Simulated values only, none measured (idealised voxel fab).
The following is a process module called voxel ribs on slabs.
Cross-section cut spans 235 nm and uses square cells 5 nm in size.
Cross-section = grid of square cells, listed top down in bands; band = one or more rows.
Within each band entry, the heights of the top and of the bottom of the band appear first, in that order and in nm; the materials of the band then follow from left to right, each with its corresponding width in nm. The designation "all across" on a single material indicates that it fills the band from edge to edge; the designation "blank" indicates empty space.
Height 0 is the level under which the wafer as received is all one material. The lowest band goes on downwards, as in "0 -> down".
Width "30..40": first value at the band's top row of cells, second value at its bottom row, equal change from row to row.
For the purposes of this document, the phrase "stayed the same" attached to a step denotes that no cell within the cross-section was modified by that step.
Basically, "Catalogued sealed voids" tells you about the enclosed voids: empty spaces with no open way to the top, 8 cells or bigger, each written width x height at distance, where distance is from the left edge, all in nm.
On a step's line, text after the settings is the simulator commenting on that step.
"overlay nm", when on a step's line for a step with a mask, measures how far to the right of its planned place the mask lay; a negative measure means to the left.
How should the pairs below be read? Each gives the cross-section before one process step and the cross-section after it, the latter drawn only to the lowest band that changed; the step that lies between them, with its settings, appears under the pair. Does a pair pick up where the pair above left off? Only where its entry headed "Cross-section, before" says so, since pairs can come from different runs of this module on the same starting wafer.
CROSS-SECTION, BEFORE
	0 -> down: Si all across
	Catalogued sealed voids: none
POST-STEP CROSS-SECTION
	30 -> 0: SiO2 all across
	Heights below 0 show no change.
	Catalogued sealed voids: none
The two cross-sections above bracket this step: DIRECTIONAL_DEP with material SiO2, thk nm 30
Cross-section, before: cross-section not repeated; it is the one shown after the step in the pair just above.
POST-STEP CROSS-SECTION
	50 -> 30: SiN all across
	Heights below 30 show no change.
	Catalogued sealed voids: none
The two cross-sections above bracket this step: DIRECTIONAL_DEP with material SiN, thk nm 20
Cross-section, before: cross-section not repeated; it is the one shown after the step in the pair just above.
POST-STEP CROSS-SECTION
	70 -> 50: 105 of blank, 25 of resist, 105 of blank
	Heights below 50 show no change.
	Catalogued sealed voids: none
The two cross-sections above bracket this step: PATTERN with tone cover, mask id RIB, material resist, width nm 25, thk nm 20, overlay nm 0
Cross-section, before: cross-section not repeated; it is the one shown after the step in the pair just above.
POST-STEP CROSS-SECTION
	70 -> 50: 105 of blank, 25 of resist, 105 of blank
	50 -> 35: 105 of blank, 25 of SiN, 105 of blank
	Heights below 35 show no change.
	Catalogued sealed voids: none
The two cross-sections above bracket this step: DIRECTIONAL_ETCH with etch materials SiN, depth nm 15
Cross-section, before: cross-section not repeated; it is the one shown after the step in the pair just above.
POST-STEP CROSS-SECTION
	50 -> 35: 105 of blank, 25 of SiN, 105 of blank
	Heights below 35 show no change.
	Catalogued sealed voids: none
The two cross-sections above bracket this step: STRIP with etch materials resist
Cross-section, before: cross-section not repeated; it is the one shown after the step in the pair just above.
POST-STEP CROSS-SECTION
	65 -> 50: 105 of blank, 25 of aC, 105 of blank
	50 -> 35: 105 of aC, 25 of SiN, 105 of aC
	Heights below 35 show no change.
	Catalogued sealed voids: none
The two cross-sections above bracket this step: DIRECTIONAL_DEP with material aC, thk nm 15
Cross-section, before: cross-section not repeated; it is the one shown after the step in the pair just above.
POST-STEP CROSS-SECTION
	100 -> 65: 85 of blank, 65 of resist, 85 of blank
	65 -> 50: 85 of blank, 20 of resist, 25 of aC, 20 of resist, 85 of blank
	Heights below 50 show no change.
	Catalogued sealed voids: none
The two cross-sections above bracket this step: PATTERN with tone cover, mask id SLAB, material resist, width nm 65, thk nm 35, overlay nm 0
Cross-section, before: cross-section not repeated; it is the one shown after the step in the pair just above.
POST-STEP CROSS-SECTION
	85 -> 65: 85 of blank, 65 of resist, 85 of blank
	65 -> 50: 85 of blank, 20 of resist, 25 of aC, 20 of resist, 85 of blank
	50 -> 35: 85 of blank, 20 of aC, 25 of SiN, 20 of aC, 85 of blank
	Heights below 35 show no change.
	Catalogued sealed voids: none
The two cross-sections above bracket this step: DIRECTIONAL_ETCH with etch materials aC, depth nm 15
Cross-section, before: cross-section not repeated; it is the one shown after the step in the pair just above.
POST-STEP CROSS-SECTION
	65 -> 50: 105 of blank, 25 of aC, 105 of blank
	Heights below 50 show no change.
	Catalogued sealed voids: none
The two cross-sections above bracket this step: STRIP with etch materials resist
Cross-section, before: cross-section not repeated; it is the one shown after the step in the pair just above.
POST-STEP CROSS-SECTION
	65 -> 50: 105 of blank, 25 of aC, 105 of blank
	50 -> 35: 85 of blank, 20 of aC, 25 of SiN, 20 of aC, 85 of blank
	35 -> 30: 85 of blank, 65 of SiN, 85 of blank
	Heights below 30 show no change.
	Catalogued sealed voids: none
The two cross-sections above bracket this step: DIRECTIONAL_ETCH with etch materials SiN, depth nm 5
Cross-section, before: cross-section not repeated; it is the one shown after the step in the pair just above.
POST-STEP CROSS-SECTION
	50 -> 35: 105 of blank, 25 of SiN, 105 of blank
	Heights below 35 show no change.
	Catalogued sealed voids: none
The two cross-sections above bracket this step: STRIP with etch materials aC
Cross-section, before: cross-section not repeated; it is the one shown after the step in the pair just above.
POST-STEP CROSS-SECTION
	75 -> 50: SiO2 all across
	50 -> 35: 105 of SiO2, 25 of SiN, 105 of SiO2
	35 -> 30: 85 of SiO2, 65 of SiN, 85 of SiO2
	Heights below 30 show no change.
	Catalogued sealed voids: none
The two cross-sections above bracket this step: FILL_DEP with material SiO2, thk nm 25
Cross-section, before: cross-section not repeated; it is the one shown after the step in the pair just above.
POST-STEP CROSS-SECTION
	65 -> 50: SiO2 all across
	Heights below 50 show no change.
	Catalogued sealed voids: none
The two cross-sections above bracket this step: CMP with height nm 65
Cross-section, before: cross-section not repeated; it is the one shown after the step in the pair just above.
POST-STEP CROSS-SECTION
	70 -> 65: W all across
	Heights below 65 show no change.
	Catalogued sealed voids: none
The two cross-sections above bracket this step: DIRECTIONAL_DEP with material W, thk nm 5
Cross-section, before: cross-section not repeated; it is the one shown after the step in the pair just above.
POST-STEP CROSS-SECTION
	70 -> 65: 100 of blank, 35 of W, 100 of blank
	Heights below 65 show no change.
	Catalogued sealed voids: none
The two cross-sections above bracket this step: MASKED_ETCH with tone cover, mask id HEATER, width nm 35, etch materials W, depth nm 5, overlay nm 0
Cross-section, before: cross-section not repeated; it is the one shown after the step in the pair just above.
POST-STEP CROSS-SECTION
	75 -> 70: 95 of blank, 45 of SiO2, 95 of blank
	70 -> 65: 100 of SiO2, 35 of W, 100 of SiO2
	Heights below 65 show no change.
	Catalogued sealed voids: none
The two cross-sections above bracket this step: CONFORMAL_DEP with material SiO2, thk nm 5
CROSS-SECTION, BEFORE
	50 -> 30: SiN all across
	30 -> 0: SiO2 all across
	0 -> down: Si all across
	Catalogued sealed voids: none
POST-STEP CROSS-SECTION
	70 -> 30: SiN all across
	Heights below 30 show no change.
	Catalogued sealed voids: none
The two cross-sections above bracket this step: DIRECTIONAL_DEP with material SiN, thk nm 20
Cross-section, before: cross-section not repeated; it is the one shown after the step in the pair just above.
POST-STEP CROSS-SECTION
	90 -> 70: 105 of blank, 25 of resist, 105 of blank
	Heights below 70 show no change.
	Catalogued sealed voids: none
The two cross-sections above bracket this step: PATTERN with tone cover, mask id RIB, material resist, width nm 25, thk nm 20, overlay nm 0
Cross-section, before: cross-section not repeated; it is the one shown after the step in the pair just above.
POST-STEP CROSS-SECTION
	90 -> 70: 105 of blank, 25 of resist, 105 of blank
	70 -> 55: 105 of blank, 25 of SiN, 105 of blank
	Heights below 55 show no change.
	Catalogued sealed voids: none
The two cross-sections above bracket this step: DIRECTIONAL_ETCH with etch materials SiN, depth nm 15
Cross-section, before: cross-section not repeated; it is the one shown after the step in the pair just above.
POST-STEP CROSS-SECTION
	70 -> 55: 105 of blank, 25 of SiN, 105 of blank
	Heights below 55 show no change.
	Catalogued sealed voids: none
The two cross-sections above bracket this step: STRIP with etch materials resist
Cross-section, before: cross-section not repeated; it is the one shown after the step in the pair just above.
POST-STEP CROSS-SECTION
	85 -> 70: 105 of blank, 25 of aC, 105 of blank
	70 -> 55: 105 of aC, 25 of SiN, 105 of aC
	Heights below 55 show no change.
	Catalogued sealed voids: none
The two cross-sections above bracket this step: DIRECTIONAL_DEP with material aC, thk nm 15
Cross-section, before: cross-section not repeated; it is the one shown after the step in the pair just above.
POST-STEP CROSS-SECTION
	120 -> 85: 85 of blank, 65 of resist, 85 of blank
	85 -> 70: 85 of blank, 20 of resist, 25 of aC, 20 of resist, 85 of blank
	Heights below 70 show no change.
	Catalogued sealed voids: none
The two cross-sections above bracket this step: PATTERN with tone cover, mask id SLAB, material resist, width nm 65, thk nm 35, overlay nm 0
Cross-section, before: cross-section not repeated; it is the one shown after the step in the pair just above.
POST-STEP CROSS-SECTION
	105 -> 85: 85 of blank, 65 of resist, 85 of blank
	85 -> 70: 85 of blank, 20 of resist, 25 of aC, 20 of resist, 85 of blank
	70 -> 55: 85 of blank, 20 of aC, 25 of SiN, 20 of aC, 85 of blank
	Heights below 55 show no change.
	Catalogued sealed voids: none
The two cross-sections above bracket this step: DIRECTIONAL_ETCH with etch materials aC, depth nm 15
Cross-section, before: cross-section not repeated; it is the one shown after the step in the pair just above.
POST-STEP CROSS-SECTION
	85 -> 70: 105 of blank, 25 of aC, 105 of blank
	Heights below 70 show no change.
	Catalogued sealed voids: none
The two cross-sections above bracket this step: STRIP with etch materials resist
Cross-section, before: cross-section not repeated; it is the one shown after the step in the pair just above.
POST-STEP CROSS-SECTION
	85 -> 70: 105 of blank, 25 of aC, 105 of blank
	70 -> 55: 85 of blank, 20 of aC, 25 of SiN, 20 of aC, 85 of blank
	55 -> 50: 85 of blank, 65 of SiN, 85 of blank
	Heights below 50 show no change.
	Catalogued sealed voids: none
The two cross-sections above bracket this step: DIRECTIONAL_ETCH with etch materials SiN, depth nm 5
Cross-section, before: cross-section not repeated; it is the one shown after the step in the pair just above.
POST-STEP CROSS-SECTION
	70 -> 55: 105 of blank, 25 of SiN, 105 of blank
	Heights below 55 show no change.
	Catalogued sealed voids: none
The two cross-sections above bracket this step: STRIP with etch materials aC
Cross-section, before: cross-section not repeated; it is the one shown after the step in the pair just above.
POST-STEP CROSS-SECTION
	95 -> 70: SiO2 all across
	70 -> 55: 105 of SiO2, 25 of SiN, 105 of SiO2
	55 -> 50: 85 of SiO2, 65 of SiN, 85 of SiO2
	Heights below 50 show no change.
	Catalogued sealed voids: none
The two cross-sections above bracket this step: FILL_DEP with material SiO2, thk nm 25
Cross-section, before: cross-section not repeated; it is the one shown after the step in the pair just above.
POST-STEP CROSS-SECTION
	65 -> 55: 105 of SiO2, 25 of SiN, 105 of SiO2
	Heights below 55 show no change.
	Catalogued sealed voids: none
The two cross-sections above bracket this step: CMP with height nm 65
Cross-section, before: cross-section not repeated; it is the one shown after the step in the pair just above.
POST-STEP CROSS-SECTION
	70 -> 65: W all across
	Heights below 65 show no change.
	Catalogued sealed voids: none
The two cross-sections above bracket this step: DIRECTIONAL_DEP with material W, thk nm 5
Cross-section, before: cross-section not repeated; it is the one shown after the step in the pair just above.
POST-STEP CROSS-SECTION
	70 -> 65: 100 of blank, 35 of W, 100 of blank
	Heights below 65 show no change.
	Catalogued sealed voids: none
The two cross-sections above bracket this step: MASKED_ETCH with tone cover, mask id HEATER, width nm 35, etch materials W, depth nm 5, overlay nm 0
Cross-section, before: cross-section not repeated; it is the one shown after the step in the pair just above.
POST-STEP CROSS-SECTION
	75 -> 70: 95 of blank, 45 of SiO2, 95 of blank
	70 -> 65: 100 of SiO2, 35 of W, 100 of SiO2
	Heights below 65 show no change.
	Catalogued sealed voids: none
The two cross-sections above bracket this step: CONFORMAL_DEP with material SiO2, thk nm 5
CROSS-SECTION, BEFORE
	70 -> 50: 105 of blank, 25 of resist, 105 of blank
	50 -> 35: 105 of blank, 25 of SiN, 105 of blank
	35 -> 30: SiN all across
	30 -> 0: SiO2 all across
	0 -> down: Si all across
	Catalogued sealed voids: none
POST-STEP CROSS-SECTION
	85 -> 70: 105 of blank, 25 of aC, 105 of blank
	70 -> 50: 105 of blank, 25 of resist, 105 of blank
	50 -> 35: 105 of aC, 25 of SiN, 105 of aC
	Heights below 35 show no change.
	Catalogued sealed voids: none
The two cross-sections above bracket this step: DIRECTIONAL_DEP with material aC, thk nm 15
Cross-section, before: cross-section not repeated; it is the one shown after the step in the pair just above.
POST-STEP CROSS-SECTION
	50 -> 35: 105 of aC, 25 of SiN, 105 of aC
	Heights below 35 show no change.
	Catalogued sealed voids: none
The two cross-sections above bracket this step: STRIP with etch materials resist
Cross-section, before: cross-section not repeated; it is the one shown after the step in the pair just above.
POST-STEP CROSS-SECTION
	85 -> 50: 85 of blank, 65 of resist, 85 of blank
	Heights below 50 show no change.
	Catalogued sealed voids: none
The two cross-sections above bracket this step: PATTERN with tone cover, mask id SLAB, material resist, width nm 65, thk nm 35, overlay nm 0
Cross-section, before: cross-section not repeated; it is the one shown after the step in the pair just above.
POST-STEP CROSS-SECTION
	70 -> 50: 85 of blank, 65 of resist, 85 of blank
	50 -> 35: 85 of blank, 20 of aC, 25 of SiN, 20 of aC, 85 of blank
	Heights below 35 show no change.
	Catalogued sealed voids: none
The two cross-sections above bracket this step: DIRECTIONAL_ETCH with etch materials aC, depth nm 15
Cross-section, before: cross-section not repeated; it is the one shown after the step in the pair just above.
POST-STEP CROSS-SECTION
	50 -> 35: 85 of blank, 20 of aC, 25 of SiN, 20 of aC, 85 of blank
	Heights below 35 show no change.
	Catalogued sealed voids: none
The two cross-sections above bracket this step: STRIP with etch materials resist
Cross-section, before: cross-section not repeated; it is the one shown after the step in the pair just above.
POST-STEP CROSS-SECTION
	50 -> 45: 85 of blank, 20 of aC, 25 of blank, 20 of aC, 85 of blank
	45 -> 35: 85 of blank, 20 of aC, 25 of SiN, 20 of aC, 85 of blank
	35 -> 30: 85 of blank, 65 of SiN, 85 of blank
	Heights below 30 show no change.
	Catalogued sealed voids: none
The two cross-sections above bracket this step: DIRECTIONAL_ETCH with etch materials SiN, depth nm 5
Cross-section, before: cross-section not repeated; it is the one shown after the step in the pair just above.
POST-STEP CROSS-SECTION
	45 -> 35: 105 of blank, 25 of SiN, 105 of blank
	Heights below 35 show no change.
	Catalogued sealed voids: none
The two cross-sections above bracket this step: STRIP with etch materials aC
Cross-section, before: cross-section not repeated; it is the one shown after the step in the pair just above.
POST-STEP CROSS-SECTION
	70 -> 45: SiO2 all across
	45 -> 35: 105 of SiO2, 25 of SiN, 105 of SiO2
	35 -> 30: 85 of SiO2, 65 of SiN, 85 of SiO2
	Heights below 30 show no change.
	Catalogued sealed voids: none
The two cross-sections above bracket this step: FILL_DEP with material SiO2, thk nm 25
Cross-section, before: cross-section not repeated; it is the one shown after the step in the pair just above.
POST-STEP CROSS-SECTION
	65 -> 45: SiO2 all across
	Heights below 45 show no change.
	Catalogued sealed voids: none
The two cross-sections above bracket this step: CMP with height nm 65
Cross-section, before: cross-section not repeated; it is the one shown after the step in the pair just above.
POST-STEP CROSS-SECTION
	70 -> 65: W all across
	Heights below 65 show no change.
	Catalogued sealed voids: none
The two cross-sections above bracket this step: DIRECTIONAL_DEP with material W, thk nm 5
Cross-section, before: cross-section not repeated; it is the one shown after the step in the pair just above.
POST-STEP CROSS-SECTION
	70 -> 65: 100 of blank, 35 of W, 100 of blank
	Heights below 65 show no change.
	Catalogued sealed voids: none
The two cross-sections above bracket this step: MASKED_ETCH with tone cover, mask id HEATER, width nm 35, etch materials W, depth nm 5, overlay nm 0
Cross-section, before: cross-section not repeated; it is the one shown after the step in the pair just above.
POST-STEP CROSS-SECTION
	75 -> 70: 95 of blank, 45 of SiO2, 95 of blank
	70 -> 65: 100 of SiO2, 35 of W, 100 of SiO2
	Heights below 65 show no change.
	Catalogued sealed voids: none
The two cross-sections above bracket this step: CONFORMAL_DEP with material SiO2, thk nm 5
CROSS-SECTION, BEFORE
	70 -> 50: 105 of blank, 25 of resist, 105 of blank
	50 -> 30: SiN all across
	30 -> 0: SiO2 all across
	0 -> down: Si all across
	Catalogued sealed voids: none
POST-STEP CROSS-SECTION
	70 -> 50: 105 of blank, 25 of resist, 105 of blank
	50 -> 40: 105 of blank, 25 of SiN, 105 of blank
	Heights below 40 show no change.
	Catalogued sealed voids: none
The two cross-sections above bracket this step: DIRECTIONAL_ETCH with etch materials SiN, depth nm 10
Cross-section, before: cross-section not repeated; it is the one shown after the step in the pair just above.
POST-STEP CROSS-SECTION
	50 -> 40: 105 of blank, 25 of SiN, 105 of blank
	Heights below 40 show no change.
	Catalogued sealed voids: none
The two cross-sections above bracket this step: STRIP with etch materials resist
Cross-section, before: cross-section not repeated; it is the one shown after the step in the pair just above.
POST-STEP CROSS-SECTION
	65 -> 55: 105 of blank, 25 of aC, 105 of blank
	55 -> 50: aC all across
	50 -> 40: 105 of aC, 25 of SiN, 105 of aC
	Heights below 40 show no change.
	Catalogued sealed voids: none
The two cross-sections above bracket this step: DIRECTIONAL_DEP with material aC, thk nm 15
Cross-section, before: cross-section not repeated; it is the one shown after the step in the pair just above.
POST-STEP CROSS-SECTION
	100 -> 65: 85 of blank, 65 of resist, 85 of blank
	65 -> 55: 85 of blank, 20 of resist, 25 of aC, 20 of resist, 85 of blank
	Heights below 55 show no change.
	Catalogued sealed voids: none
The two cross-sections above bracket this step: PATTERN with tone cover, mask id SLAB, material resist, width nm 65, thk nm 35, overlay nm 0
Cross-section, before: cross-section not repeated; it is the one shown after the step in the pair just above.
POST-STEP CROSS-SECTION
	85 -> 65: 85 of blank, 65 of resist, 85 of blank
	65 -> 55: 85 of blank, 20 of resist, 25 of aC, 20 of resist, 85 of blank
	55 -> 50: 85 of blank, 65 of aC, 85 of blank
	50 -> 40: 85 of blank, 20 of aC, 25 of SiN, 20 of aC, 85 of blank
	Heights below 40 show no change.
	Catalogued sealed voids: none
The two cross-sections above bracket this step: DIRECTIONAL_ETCH with etch materials aC, depth nm 15
Cross-section, before: cross-section not repeated; it is the one shown after the step in the pair just above.
POST-STEP CROSS-SECTION
	65 -> 55: 105 of blank, 25 of aC, 105 of blank
	Heights below 55 show no change.
	Catalogued sealed voids: none
The two cross-sections above bracket this step: STRIP with etch materials resist
Cross-section, before: cross-section not repeated; it is the one shown after the step in the pair just above.
POST-STEP CROSS-SECTION
	65 -> 55: 105 of blank, 25 of aC, 105 of blank
	55 -> 50: 85 of blank, 65 of aC, 85 of blank
	50 -> 40: 85 of blank, 20 of aC, 25 of SiN, 20 of aC, 85 of blank
	40 -> 35: 85 of blank, 65 of SiN, 85 of blank
	Heights below 35 show no change.
	Catalogued sealed voids: none
The two cross-sections above bracket this step: DIRECTIONAL_ETCH with etch materials SiN, depth nm 5
Cross-section, before: cross-section not repeated; it is the one shown after the step in the pair just above.
POST-STEP CROSS-SECTION
	50 -> 40: 105 of blank, 25 of SiN, 105 of blank
	Heights below 40 show no change.
	Catalogued sealed voids: none
The two cross-sections above bracket this step: STRIP with etch materials aC
Cross-section, before: cross-section not repeated; it is the one shown after the step in the pair just above.
POST-STEP CROSS-SECTION
	75 -> 50: SiO2 all across
	50 -> 40: 105 of SiO2, 25 of SiN, 105 of SiO2
	40 -> 35: 85 of SiO2, 65 of SiN, 85 of SiO2
	Heights below 35 show no change.
	Catalogued sealed voids: none
The two cross-sections above bracket this step: FILL_DEP with material SiO2, thk nm 25
Cross-section, before: cross-section not repeated; it is the one shown after the step in the pair just above.
POST-STEP CROSS-SECTION
	65 -> 50: SiO2 all across
	Heights below 50 show no change.
	Catalogued sealed voids: none
The two cross-sections above bracket this step: CMP with height nm 65
Cross-section, before: cross-section not repeated; it is the one shown after the step in the pair just above.
POST-STEP CROSS-SECTION
	70 -> 65: W all across
	Heights below 65 show no change.
	Catalogued sealed voids: none
The two cross-sections above bracket this step: DIRECTIONAL_DEP with material W, thk nm 5
Cross-section, before: cross-section not repeated; it is the one shown after the step in the pair just above.
POST-STEP CROSS-SECTION
	70 -> 65: 100 of blank, 35 of W, 100 of blank
	Heights below 65 show no change.
	Catalogued sealed voids: none
The two cross-sections above bracket this step: MASKED_ETCH with tone cover, mask id HEATER, width nm 35, etch materials W, depth nm 5, overlay nm 0
Cross-section, before: cross-section not repeated; it is the one shown after the step in the pair just above.
POST-STEP CROSS-SECTION
	75 -> 70: 95 of blank, 45 of SiO2, 95 of blank
	70 -> 65: 100 of SiO2, 35 of W, 100 of SiO2
	Heights below 65 show no change.
	Catalogued sealed voids: none
The two cross-sections above bracket this step: CONFORMAL_DEP with material SiO2, thk nm 5
CROSS-SECTION, BEFORE
	70 -> 65: W all across
	65 -> 50: SiO2 all across
	50 -> 35: 105 of SiO2, 25 of SiN, 105 of SiO2
	35 -> 30: 85 of SiO2, 65 of SiN, 85 of SiO2
	30 -> 0: SiO2 all across
	0 -> down: Si all across
	Catalogued sealed voids: none
POST-STEP CROSS-SECTION
	70 -> 65: 105 of blank, 25 of W, 105 of blank
	Heights below 65 show no change.
	Catalogued sealed voids: none
The two cross-sections above bracket this step: MASKED_ETCH with tone cover, mask id HEATER, width nm 25, etch materials W, depth nm 5, overlay nm 0
Cross-section, before: cross-section not repeated; it is the one shown after the step in the pair just above.
POST-STEP CROSS-SECTION
	75 -> 70: 100 of blank, 35 of SiO2, 100 of blank
	70 -> 65: 105 of SiO2, 25 of W, 105 of SiO2
	Heights below 65 show no change.
	Catalogued sealed voids: none
The two cross-sections above bracket this step: CONFORMAL_DEP with material SiO2, thk nm 5
CROSS-SECTION, BEFORE
	70 -> 65: W all across
	65 -> 50: SiO2 all across
	50 -> 35: 105 of SiO2, 25 of SiN, 105 of SiO2
	35 -> 30: 85 of SiO2, 65 of SiN, 85 of SiO2
	30 -> 0: SiO2 all across
	0 -> down: Si all across
	Catalogued sealed voids: none
POST-STEP CROSS-SECTION
	70 -> 65: 90 of blank, 35 of W, 110 of blank
	Heights below 65 show no change.
	Catalogued sealed voids: none
The two cross-sections above bracket this step: MASKED_ETCH with tone cover, mask id HEATER, width nm 35, etch materials W, depth nm 5, overlay nm -10
Cross-section, before: cross-section not repeated; it is the one shown after the step in the pair just above.
POST-STEP CROSS-SECTION
	75 -> 70: 85 of blank, 45 of SiO2, 105 of blank
	70 -> 65: 90 of SiO2, 35 of W, 110 of SiO2
	Heights below 65 show no change.
	Catalogued sealed voids: none
The two cross-sections above bracket this step: CONFORMAL_DEP with material SiO2, thk nm 5
CROSS-SECTION, BEFORE
	65 -> 50: SiO2 all across
	50 -> 35: 105 of SiO2, 25 of SiN, 105 of SiO2
	35 -> 30: 85 of SiO2, 65 of SiN, 85 of SiO2
	30 -> 0: SiO2 all across
	0 -> down: Si all across
	Catalogued sealed voids: none
POST-STEP CROSS-SECTION
	70 -> 50: SiO2 all across
	Heights below 50 show no change.
	Catalogued sealed voids: none
The two cross-sections above bracket this step: DIRECTIONAL_DEP with material SiO2, thk nm 5
Cross-section, before: cross-section not repeated; it is the one shown after the step in the pair just above.
POST-STEP CROSS-SECTION
	75 -> 50: SiO2 all across
	Heights below 50 show no change.
	Catalogued sealed voids: none
The two cross-sections above bracket this step: CONFORMAL_DEP with material SiO2, thk nm 5
CROSS-SECTION, BEFORE
	50 -> 30: SiN all across
	30 -> 0: SiO2 all across
	0 -> down: Si all across
	Catalogued sealed voids: none
POST-STEP CROSS-SECTION
	70 -> 50: 105 of resist, 25 of blank, 105 of resist
	Heights below 50 show no change.
	Catalogued sealed voids: none
The two cross-sections above bracket this step: PATTERN with tone open, mask id RIB, material resist, width nm 25, thk nm 20, overlay nm 0
Cross-section, before: cross-section not repeated; it is the one shown after the step in the pair just above.
POST-STEP CROSS-SECTION
	70 -> 50: 105 of resist, 25 of blank, 105 of resist
	50 -> 35: 105 of SiN, 25 of blank, 105 of SiN
	Heights below 35 show no change.
	Catalogued sealed voids: none
The two cross-sections above bracket this step: DIRECTIONAL_ETCH with etch materials SiN, depth nm 15
Cross-section, before: cross-section not repeated; it is the one shown after the step in the pair just above.
POST-STEP CROSS-SECTION
	50 -> 35: 105 of SiN, 25 of blank, 105 of SiN
	Heights below 35 show no change.
	Catalogued sealed voids: none
The two cross-sections above bracket this step: STRIP with etch materials resist
Cross-section, before: cross-section not repeated; it is the one shown after the step in the pair just above.
POST-STEP CROSS-SECTION
	65 -> 50: 105 of aC, 25 of blank, 105 of aC
	50 -> 35: 105 of SiN, 25 of aC, 105 of SiN
	Heights below 35 show no change.
	Catalogued sealed voids: none
The two cross-sections above bracket this step: DIRECTIONAL_DEP with material aC, thk nm 15
Cross-section, before: cross-section not repeated; it is the one shown after the step in the pair just above.
POST-STEP CROSS-SECTION
	100 -> 65: 85 of blank, 65 of resist, 85 of blank
	65 -> 50: 105 of aC, 25 of resist, 105 of aC
	Heights below 50 show no change.
	Catalogued sealed voids: none
The two cross-sections above bracket this step: PATTERN with tone cover, mask id SLAB, material resist, width nm 65, thk nm 35, overlay nm 0
Cross-section, before: cross-section not repeated; it is the one shown after the step in the pair just above.
POST-STEP CROSS-SECTION
	85 -> 65: 85 of blank, 65 of resist, 85 of blank
	65 -> 50: 85 of blank, 20 of aC, 25 of resist, 20 of aC, 85 of blank
	Heights below 50 show no change.
	Catalogued sealed voids: none
The two cross-sections above bracket this step: DIRECTIONAL_ETCH with etch materials aC, depth nm 15
Cross-section, before: cross-section not repeated; it is the one shown after the step in the pair just above.
POST-STEP CROSS-SECTION
	65 -> 50: 85 of blank, 20 of aC, 25 of blank, 20 of aC, 85 of blank
	Heights below 50 show no change.
	Catalogued sealed voids: none
The two cross-sections above bracket this step: STRIP with etch materials resist
Cross-section, before: cross-section not repeated; it is the one shown after the step in the pair just above.
POST-STEP CROSS-SECTION
	65 -> 50: 85 of blank, 20 of aC, 25 of blank, 20 of aC, 85 of blank
	50 -> 45: 85 of blank, 20 of SiN, 25 of aC, 20 of SiN, 85 of blank
	Heights below 45 show no change.
	Catalogued sealed voids: none
The two cross-sections above bracket this step: DIRECTIONAL_ETCH with etch materials SiN, depth nm 5
Cross-section, before: cross-section not repeated; it is the one shown after the step in the pair just above.
POST-STEP CROSS-SECTION
	50 -> 45: 85 of blank, 20 of SiN, 25 of blank, 20 of SiN, 85 of blank
	45 -> 35: 105 of SiN, 25 of blank, 105 of SiN
	Heights below 35 show no change.
	Catalogued sealed voids: none
The two cross-sections above bracket this step: STRIP with etch materials aC
Cross-section, before: cross-section not repeated; it is the one shown after the step in the pair just above.
POST-STEP CROSS-SECTION
	75 -> 50: SiO2 all across
	50 -> 45: 85 of SiO2, 20 of SiN, 25 of SiO2, 20 of SiN, 85 of SiO2
	45 -> 35: 105 of SiN, 25 of SiO2, 105 of SiN
	Heights below 35 show no change.
	Catalogued sealed voids: none
The two cross-sections above bracket this step: FILL_DEP with material SiO2, thk nm 25
Cross-section, before: cross-section not repeated; it is the one shown after the step in the pair just above.
POST-STEP CROSS-SECTION
	65 -> 50: SiO2 all across
	Heights below 50 show no change.
	Catalogued sealed voids: none
The two cross-sections above bracket this step: CMP with height nm 65
Cross-section, before: cross-section not repeated; it is the one shown after the step in the pair just above.
POST-STEP CROSS-SECTION
	70 -> 65: W all across
	Heights below 65 show no change.
	Catalogued sealed voids: none
The two cross-sections above bracket this step: DIRECTIONAL_DEP with material W, thk nm 5
Cross-section, before: cross-section not repeated; it is the one shown after the step in the pair just above.
POST-STEP CROSS-SECTION
	70 -> 65: 100 of blank, 35 of W, 100 of blank
	Heights below 65 show no change.
	Catalogued sealed voids: none
The two cross-sections above bracket this step: MASKED_ETCH with tone cover, mask id HEATER, width nm 35, etch materials W, depth nm 5, overlay nm 0
Cross-section, before: cross-section not repeated; it is the one shown after the step in the pair just above.
POST-STEP CROSS-SECTION
	75 -> 70: 95 of blank, 45 of SiO2, 95 of blank
	70 -> 65: 100 of SiO2, 35 of W, 100 of SiO2
	Heights below 65 show no change.
	Catalogued sealed voids: none
The two cross-sections above bracket this step: CONFORMAL_DEP with material SiO2, thk nm 5
